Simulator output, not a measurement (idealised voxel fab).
A process module follows: voxel quadruple lines.
Pictured: cross-section cut, 220 nm wide, on a grid of 5 nm square cells.
The cross-sections in this document take the form of a grid made of square cells. They are written out as bands, in order from top to bottom. Each band consists of one or more rows of cells.
Each band's line starts with the height of the band's top and of its bottom, in nm. Then come its materials from left to right, each with its width in nm. One material with "everywhere" fills the band from edge to edge. "air" is empty space.
Note: height 0 marks the level under which the wafer is uniformly one material as received. Lowest band unbounded below, written "z 0 and below".
Top row gets the first number, bottom row gets the second, and each row in between changes by the same step: that is how a band width like "30->40" works.
"remained unchanged" -> step changed no cross-section cell.
Look at "Entrapped void list" for the closed voids: empty spaces with no open path to the top, sized 8 cells or up. Each is width x height at distance, distance from the left edge, all nm.
That trailing text on a step's line, after the settings, is the simulator's own remark on the step.
overlay nm: where the mask lay relative to plan, measured to the right, on steps with a mask; negatives go left.

THE PLANNED PROCESS STEPS ARE ENUMERATED HEREUNDER
- 1: RECEIVE (material Si)
- 2: CONFORMAL_DEP (material SiO2; thk nm 5)
- 3: DIRECTIONAL_DEP (material Ru; thk nm 10)
- 4: DIRECTIONAL_DEP (material polySi; thk nm 20)
- 5: DIRECTIONAL_DEP (material aC; thk nm 20)
- 6: PATTERN (tone cover; mask id MANDREL; material resist; width nm 20; pitch nm 60; thk nm 30; overlay nm 0)
- 7: DIRECTIONAL_ETCH (etch materials aC; depth nm 20)
- 8: STRIP (etch materials resist)
- 9: CONFORMAL_DEP (material SiO2; thk nm 10)
- 10: DIRECTIONAL_ETCH (etch materials SiO2; depth nm 10)
- 11: STRIP (etch materials aC)
- 12: DIRECTIONAL_ETCH (etch materials polySi; depth nm 20)
- 13: STRIP (etch materials SiO2)
- 14: CONFORMAL_DEP (material SiCN; thk nm 5)
- 15: DIRECTIONAL_ETCH (etch materials SiCN; depth nm 5)
- 16: STRIP (etch materials polySi)
- 17: DIRECTIONAL_ETCH (etch materials Ru; depth nm 10)
- 18: STRIP (etch materials SiCN)
- 19: FILL_DEP (material lowk; thk nm 10)
- 20: CMP (height nm 15)

AS RECEIVED, AFTER STEP 1
z 0 and below: Si everywhere
Entrapped void list: none

FIRST OF TWO WAFERS AT THE END OF THE MODULE, SHOWN IN CROSS-SECTION; RUN CARRIED OUT AS PLANNED
z 15 to 5: 55 nm lowk | 5 nm Ru | 10 nm lowk | 5 nm Ru | 10 nm lowk | 5 nm Ru | 10 nm lowk | 5 nm Ru | 10 nm lowk | 5 nm Ru | 10 nm lowk | 5 nm Ru | 10 nm lowk | 5 nm Ru | 10 nm lowk | 5 nm Ru | 55 nm lowk
z 5 to 0: SiO2 everywhere
z 0 and below: Si everywhere
Entrapped void list: none

CROSS-SECTIONAL VIEW: SECOND OF TWO WAFERS, END OF MODULE; START AND PLAN IDENTICAL TO THE FIRST, ONE MISTAKE IN RUNNING
z 5 to 0: SiO2 everywhere
z 0 and below: Si everywhere
Entrapped void list: none
Plan not followed: in deviation from the planned setting, step 20 was conducted as CMP (height nm 5)
Wafer comparison, final, in cells, second relative to first, materials more or fewer: 16 fewer of Ru; 72 fewer of lowk
